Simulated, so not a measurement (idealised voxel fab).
The following process module bears the name voxel self aligned contacts.
The cross-section shown here is cut; it is 285 nm wide and divided into square cells measuring 5 nm on a side.
Cross-section spec: square-cell grid; bands listed top down; each band is one or more rows.
Per band: top height and bottom height in nm, followed by the left-to-right materials and their widths in nm; "everywhere" marks a single material spanning edge to edge, "blank" marks empty space.
Measure heights from 0. That's the level where, below it, the as-received wafer is all one material. The lowest band is bottomless and extends downward; write it as in "0 and below".
Note: "30..40" means the width goes from the first number (top row of the band) to the second number (bottom row) in equal steps per row of cells.
"no change" for a step: no cell of the cross-section changed in that step.
"Enclosed void entries" specifies each empty space that is not open to the top and that occupies no fewer than 8 cells, using the form width x height at distance, the distance measured from the left edge and all three quantities in nm.
It should be noted that, on the line of a given step, the content following the step's settings is a remark produced by the simulator itself with respect to that step.
When a step includes a mask, the "overlay nm" setting on its line states how far to the right of its planned place that mask lay, and negative values state how far to the left.
The following list gives the planned process steps
step 1: RECEIVE with material Si
step 2: OXIDIZE with depth nm 5
step 3: DIRECTIONAL_DEP with material polySi, thk nm 30
step 4: DIRECTIONAL_DEP with material SiN, thk nm 20
step 5: DIRECTIONAL_DEP with material aC, thk nm 15
step 6: PATTERN with tone cover, mask id GATE, material resist, width nm 25, pitch nm 60, thk nm 30, overlay nm 0
step 7: DIRECTIONAL_ETCH with etch materials aC, depth nm 15
step 8: STRIP with etch materials resist
step 9: DIRECTIONAL_ETCH with etch materials SiN, depth nm 20
step 10: DIRECTIONAL_ETCH with etch materials polySi, depth nm 30
step 11: STRIP with etch materials aC
step 12: CONFORMAL_DEP with material SiN, thk nm 10
step 13: DIRECTIONAL_ETCH with etch materials SiN, depth nm 10
step 14: FILL_DEP with material SiO2, thk nm 15
step 15: CMP with height nm 55
step 16: MASKED_ETCH with tone open, mask id CONTACT, width nm 45, pitch nm 60, etch materials SiO2, depth nm 60, overlay nm 0
step 17: CONFORMAL_DEP with material TiN, thk nm 5
step 18: FILL_DEP with material Ru, thk nm 10
step 19: CMP with height nm 55
step 20: CONFORMAL_DEP with material SiN, thk nm 5
Run as planned: first of two wafers
Wafer as received: cross-section following step 1
0 and below  Si everywhere
Enclosed void entries: none
So this is the wafer cross-section right after step 2
0 down to -5  SiO2 everywhere
Under -5: no change, same as before.
So this is the wafer cross-section right after step 3
30 down to 0  polySi everywhere
Under 0: no change, same as before.
So this is the wafer cross-section right after step 4
50 down to 30  SiN everywhere
Under 30: no change, same as before.
So this is the wafer cross-section right after step 5
65 down to 50  aC everywhere
Under 50: no change, same as before.
So this is the wafer cross-section right after step 6
95 down to 65  blank 70 nm, resist 25 nm, blank 35 nm, resist 25 nm, blank 35 nm, resist 25 nm, blank 70 nm
Under 65: no change, same as before.
So this is the wafer cross-section right after step 7
80 down to 65  blank 70 nm, resist 25 nm, blank 35 nm, resist 25 nm, blank 35 nm, resist 25 nm, blank 70 nm
65 down to 50  blank 70 nm, aC 25 nm, blank 35 nm, aC 25 nm, blank 35 nm, aC 25 nm, blank 70 nm
Under 50: no change, same as before.
So this is the wafer cross-section right after step 8
65 down to 50  blank 70 nm, aC 25 nm, blank 35 nm, aC 25 nm, blank 35 nm, aC 25 nm, blank 70 nm
Under 50: no change, same as before.
So this is the wafer cross-section right after step 9
65 down to 50  blank 70 nm, aC 25 nm, blank 35 nm, aC 25 nm, blank 35 nm, aC 25 nm, blank 70 nm
50 down to 30  blank 70 nm, SiN 25 nm, blank 35 nm, SiN 25 nm, blank 35 nm, SiN 25 nm, blank 70 nm
Under 30: no change, same as before.
So this is the wafer cross-section right after step 10
65 down to 50  blank 70 nm, aC 25 nm, blank 35 nm, aC 25 nm, blank 35 nm, aC 25 nm, blank 70 nm
50 down to 30  blank 70 nm, SiN 25 nm, blank 35 nm, SiN 25 nm, blank 35 nm, SiN 25 nm, blank 70 nm
30 down to 0  blank 70 nm, polySi 25 nm, blank 35 nm, polySi 25 nm, blank 35 nm, polySi 25 nm, blank 70 nm
Under 0: no change, same as before.
So this is the wafer cross-section right after step 11
50 down to 30  blank 70 nm, SiN 25 nm, blank 35 nm, SiN 25 nm, blank 35 nm, SiN 25 nm, blank 70 nm
Under 30: no change, same as before.
So this is the wafer cross-section right after step 12
60 down to 30  blank 60 nm, SiN 45 nm, blank 15 nm, SiN 45 nm, blank 15 nm, SiN 45 nm, blank 60 nm
30 down to 10  blank 60 nm, SiN 10 nm, polySi 25 nm, SiN 10 nm, blank 15 nm, SiN 10 nm, polySi 25 nm, SiN 10 nm, blank 15 nm, SiN 10 nm, polySi 25 nm, SiN 10 nm, blank 60 nm
10 down to 0  SiN 70 nm, polySi 25 nm, SiN 35 nm, polySi 25 nm, SiN 35 nm, polySi 25 nm, SiN 70 nm
Under 0: no change, same as before.
So this is the wafer cross-section right after step 13
50 down to 30  blank 60 nm, SiN 45 nm, blank 15 nm, SiN 45 nm, blank 15 nm, SiN 45 nm, blank 60 nm
30 down to 0  blank 60 nm, SiN 10 nm, polySi 25 nm, SiN 10 nm, blank 15 nm, SiN 10 nm, polySi 25 nm, SiN 10 nm, blank 15 nm, SiN 10 nm, polySi 25 nm, SiN 10 nm, blank 60 nm
Under 0: no change, same as before.
So this is the wafer cross-section right after step 14
65 down to 50  SiO2 everywhere
50 down to 30  SiO2 60 nm, SiN 45 nm, SiO2 15 nm, SiN 45 nm, SiO2 15 nm, SiN 45 nm, SiO2 60 nm
30 down to 0  SiO2 60 nm, SiN 10 nm, polySi 25 nm, SiN 10 nm, SiO2 15 nm, SiN 10 nm, polySi 25 nm, SiN 10 nm, SiO2 15 nm, SiN 10 nm, polySi 25 nm, SiN 10 nm, SiO2 60 nm
Under 0: no change, same as before.
So this is the wafer cross-section right after step 15
55 down to 50  SiO2 everywhere
Under 50: no change, same as before.
So this is the wafer cross-section right after step 16
55 down to 50  SiO2 90 nm, blank 45 nm, SiO2 15 nm, blank 45 nm, SiO2 90 nm
50 down to 30  SiO2 60 nm, SiN 45 nm, blank 15 nm, SiN 45 nm, blank 15 nm, SiN 45 nm, SiO2 60 nm
30 down to 0  SiO2 60 nm, SiN 10 nm, polySi 25 nm, SiN 10 nm, blank 15 nm, SiN 10 nm, polySi 25 nm, SiN 10 nm, blank 15 nm, SiN 10 nm, polySi 25 nm, SiN 10 nm, SiO2 60 nm
0 down to -5  SiO2 105 nm, blank 15 nm, SiO2 45 nm, blank 15 nm, SiO2 105 nm
Under -5: no change, same as before.
So this is the wafer cross-section right after step 17
60 down to 55  TiN 95 nm, blank 35 nm, TiN 25 nm, blank 35 nm, TiN 95 nm
55 down to 50  SiO2 90 nm, TiN 20 nm, blank 5 nm, TiN 20 nm, SiO2 15 nm, TiN 20 nm, blank 5 nm, TiN 20 nm, SiO2 90 nm
50 down to 30  SiO2 60 nm, SiN 45 nm, TiN 5 nm, blank 5 nm, TiN 5 nm, SiN 45 nm, TiN 5 nm, blank 5 nm, TiN 5 nm, SiN 45 nm, SiO2 60 nm
30 down to 0  SiO2 60 nm, SiN 10 nm, polySi 25 nm, SiN 10 nm, TiN 5 nm, blank 5 nm, TiN 5 nm, SiN 10 nm, polySi 25 nm, SiN 10 nm, TiN 5 nm, blank 5 nm, TiN 5 nm, SiN 10 nm, polySi 25 nm, SiN 10 nm, SiO2 60 nm
0 down to -5  SiO2 105 nm, TiN 15 nm, SiO2 45 nm, TiN 15 nm, SiO2 105 nm
Under -5: no change, same as before.
So this is the wafer cross-section right after step 18
70 down to 60  Ru everywhere
60 down to 55  TiN 95 nm, Ru 35 nm, TiN 25 nm, Ru 35 nm, TiN 95 nm
55 down to 50  SiO2 90 nm, TiN 20 nm, Ru 5 nm, TiN 20 nm, SiO2 15 nm, TiN 20 nm, Ru 5 nm, TiN 20 nm, SiO2 90 nm
50 down to 30  SiO2 60 nm, SiN 45 nm, TiN 5 nm, Ru 5 nm, TiN 5 nm, SiN 45 nm, TiN 5 nm, Ru 5 nm, TiN 5 nm, SiN 45 nm, SiO2 60 nm
30 down to 0  SiO2 60 nm, SiN 10 nm, polySi 25 nm, SiN 10 nm, TiN 5 nm, Ru 5 nm, TiN 5 nm, SiN 10 nm, polySi 25 nm, SiN 10 nm, TiN 5 nm, Ru 5 nm, TiN 5 nm, SiN 10 nm, polySi 25 nm, SiN 10 nm, SiO2 60 nm
Under 0: no change, same as before.
So this is the wafer cross-section right after step 19
55 down to 50  SiO2 90 nm, TiN 20 nm, Ru 5 nm, TiN 20 nm, SiO2 15 nm, TiN 20 nm, Ru 5 nm, TiN 20 nm, SiO2 90 nm
Under 50: no change, same as before.
So this is the wafer cross-section right after step 20
60 down to 55  SiN everywhere
Under 55: no change, same as before.
Okay, second wafer. Nothing different at the start, nothing different in the plan, just one mistake somewhere in the running. As far as step 1, counting that step, it's the first wafer all over again
Second wafer shown in cross-section at the time step 2 was slated to end: no change
Second wafer shown in cross-section at the time step 3 was slated to end
30 down to 0  polySi everywhere
Under 0: no change, same as before.
Second wafer shown in cross-section at the time step 4 was slated to end
50 down to 30  SiN everywhere
Under 30: no change, same as before.
Second wafer shown in cross-section at the time step 5 was slated to end
65 down to 50  aC everywhere
Under 50: no change, same as before.
Second wafer shown in cross-section at the time step 6 was slated to end
95 down to 65  blank 70 nm, resist 25 nm, blank 35 nm, resist 25 nm, blank 35 nm, resist 25 nm, blank 70 nm
Under 65: no change, same as before.
Second wafer shown in cross-section at the time step 7 was slated to end
80 down to 65  blank 70 nm, resist 25 nm, blank 35 nm, resist 25 nm, blank 35 nm, resist 25 nm, blank 70 nm
65 down to 50  blank 70 nm, aC 25 nm, blank 35 nm, aC 25 nm, blank 35 nm, aC 25 nm, blank 70 nm
Under 50: no change, same as before.
Second wafer shown in cross-section at the time step 8 was slated to end
65 down to 50  blank 70 nm, aC 25 nm, blank 35 nm, aC 25 nm, blank 35 nm, aC 25 nm, blank 70 nm
Under 50: no change, same as before.
Second wafer shown in cross-section at the time step 9 was slated to end
65 down to 50  blank 70 nm, aC 25 nm, blank 35 nm, aC 25 nm, blank 35 nm, aC 25 nm, blank 70 nm
50 down to 30  blank 70 nm, SiN 25 nm, blank 35 nm, SiN 25 nm, blank 35 nm, SiN 25 nm, blank 70 nm
Under 30: no change, same as before.
Second wafer shown in cross-section at the time step 10 was slated to end
65 down to 50  blank 70 nm, aC 25 nm, blank 35 nm, aC 25 nm, blank 35 nm, aC 25 nm, blank 70 nm
50 down to 30  blank 70 nm, SiN 25 nm, blank 35 nm, SiN 25 nm, blank 35 nm, SiN 25 nm, blank 70 nm
30 down to 0  blank 70 nm, polySi 25 nm, blank 35 nm, polySi 25 nm, blank 35 nm, polySi 25 nm, blank 70 nm
Under 0: no change, same as before.
Second wafer shown in cross-section at the time step 11 was slated to end
50 down to 30  blank 70 nm, SiN 25 nm, blank 35 nm, SiN 25 nm, blank 35 nm, SiN 25 nm, blank 70 nm
Under 30: no change, same as before.
Second wafer shown in cross-section at the time step 12 was slated to end
60 down to 30  blank 60 nm, SiN 45 nm, blank 15 nm, SiN 45 nm, blank 15 nm, SiN 45 nm, blank 60 nm
30 down to 10  blank 60 nm, SiN 10 nm, polySi 25 nm, SiN 10 nm, blank 15 nm, SiN 10 nm, polySi 25 nm, SiN 10 nm, blank 15 nm, SiN 10 nm, polySi 25 nm, SiN 10 nm, blank 60 nm
10 down to 0  SiN 70 nm, polySi 25 nm, SiN 35 nm, polySi 25 nm, SiN 35 nm, polySi 25 nm, SiN 70 nm
Under 0: no change, same as before.
Second wafer shown in cross-section at the time step 13 was slated to end
50 down to 30  blank 60 nm, SiN 45 nm, blank 15 nm, SiN 45 nm, blank 15 nm, SiN 45 nm, blank 60 nm
30 down to 0  blank 60 nm, SiN 10 nm, polySi 25 nm, SiN 10 nm, blank 15 nm, SiN 10 nm, polySi 25 nm, SiN 10 nm, blank 15 nm, SiN 10 nm, polySi 25 nm, SiN 10 nm, blank 60 nm
Under 0: no change, same as before.
Second wafer shown in cross-section at the time step 14 was slated to end
65 down to 50  SiO2 everywhere
50 down to 30  SiO2 60 nm, SiN 45 nm, SiO2 15 nm, SiN 45 nm, SiO2 15 nm, SiN 45 nm, SiO2 60 nm
30 down to 0  SiO2 60 nm, SiN 10 nm, polySi 25 nm, SiN 10 nm, SiO2 15 nm, SiN 10 nm, polySi 25 nm, SiN 10 nm, SiO2 15 nm, SiN 10 nm, polySi 25 nm, SiN 10 nm, SiO2 60 nm
Under 0: no change, same as before.
Second wafer shown in cross-section at the time step 15 was slated to end
55 down to 50  SiO2 everywhere
Under 50: no change, same as before.
Second wafer shown in cross-section at the time step 16 was slated to end
55 down to 50  SiO2 90 nm, blank 45 nm, SiO2 15 nm, blank 45 nm, SiO2 90 nm
50 down to 30  SiO2 60 nm, SiN 45 nm, blank 15 nm, SiN 45 nm, blank 15 nm, SiN 45 nm, SiO2 60 nm
30 down to 0  SiO2 60 nm, SiN 10 nm, polySi 25 nm, SiN 10 nm, blank 15 nm, SiN 10 nm, polySi 25 nm, SiN 10 nm, blank 15 nm, SiN 10 nm, polySi 25 nm, SiN 10 nm, SiO2 60 nm
Under 0: no change, same as before.
Second wafer shown in cross-section at the time step 17 was slated to end
60 down to 55  TiN 95 nm, blank 35 nm, TiN 25 nm, blank 35 nm, TiN 95 nm
55 down to 50  SiO2 90 nm, TiN 20 nm, blank 5 nm, TiN 20 nm, SiO2 15 nm, TiN 20 nm, blank 5 nm, TiN 20 nm, SiO2 90 nm
50 down to 30  SiO2 60 nm, SiN 45 nm, TiN 5 nm, blank 5 nm, TiN 5 nm, SiN 45 nm, TiN 5 nm, blank 5 nm, TiN 5 nm, SiN 45 nm, SiO2 60 nm
30 down to 5  SiO2 60 nm, SiN 10 nm, polySi 25 nm, SiN 10 nm, TiN 5 nm, blank 5 nm, TiN 5 nm, SiN 10 nm, polySi 25 nm, SiN 10 nm, TiN 5 nm, blank 5 nm, TiN 5 nm, SiN 10 nm, polySi 25 nm, SiN 10 nm, SiO2 60 nm
5 down to 0  SiO2 60 nm, SiN 10 nm, polySi 25 nm, SiN 10 nm, TiN 15 nm, SiN 10 nm, polySi 25 nm, SiN 10 nm, TiN 15 nm, SiN 10 nm, polySi 25 nm, SiN 10 nm, SiO2 60 nm
Under 0: no change, same as before.
Second wafer shown in cross-section at the time step 18 was slated to end
70 down to 60  Ru everywhere
60 down to 55  TiN 95 nm, Ru 35 nm, TiN 25 nm, Ru 35 nm, TiN 95 nm
55 down to 50  SiO2 90 nm, TiN 20 nm, Ru 5 nm, TiN 20 nm, SiO2 15 nm, TiN 20 nm, Ru 5 nm, TiN 20 nm, SiO2 90 nm
50 down to 30  SiO2 60 nm, SiN 45 nm, TiN 5 nm, Ru 5 nm, TiN 5 nm, SiN 45 nm, TiN 5 nm, Ru 5 nm, TiN 5 nm, SiN 45 nm, SiO2 60 nm
30 down to 5  SiO2 60 nm, SiN 10 nm, polySi 25 nm, SiN 10 nm, TiN 5 nm, Ru 5 nm, TiN 5 nm, SiN 10 nm, polySi 25 nm, SiN 10 nm, TiN 5 nm, Ru 5 nm, TiN 5 nm, SiN 10 nm, polySi 25 nm, SiN 10 nm, SiO2 60 nm
Under 5: no change, same as before.
Second wafer shown in cross-section at the time step 19 was slated to end
55 down to 50  SiO2 90 nm, TiN 20 nm, Ru 5 nm, TiN 20 nm, SiO2 15 nm, TiN 20 nm, Ru 5 nm, TiN 20 nm, SiO2 90 nm
Under 50: no change, same as before.
Second wafer shown in cross-section at the time step 20 was slated to end
60 down to 55  SiN everywhere
Under 55: no change, same as before.
Nonconformance to the process plan: it should be noted that step 2 of the plan was omitted and was not performed
Materials where the second wafer ends with more or fewer cells than the first: Ru: 2 fewer; Si: 57 more; SiO2: 51 fewer; TiN: 4 fewer
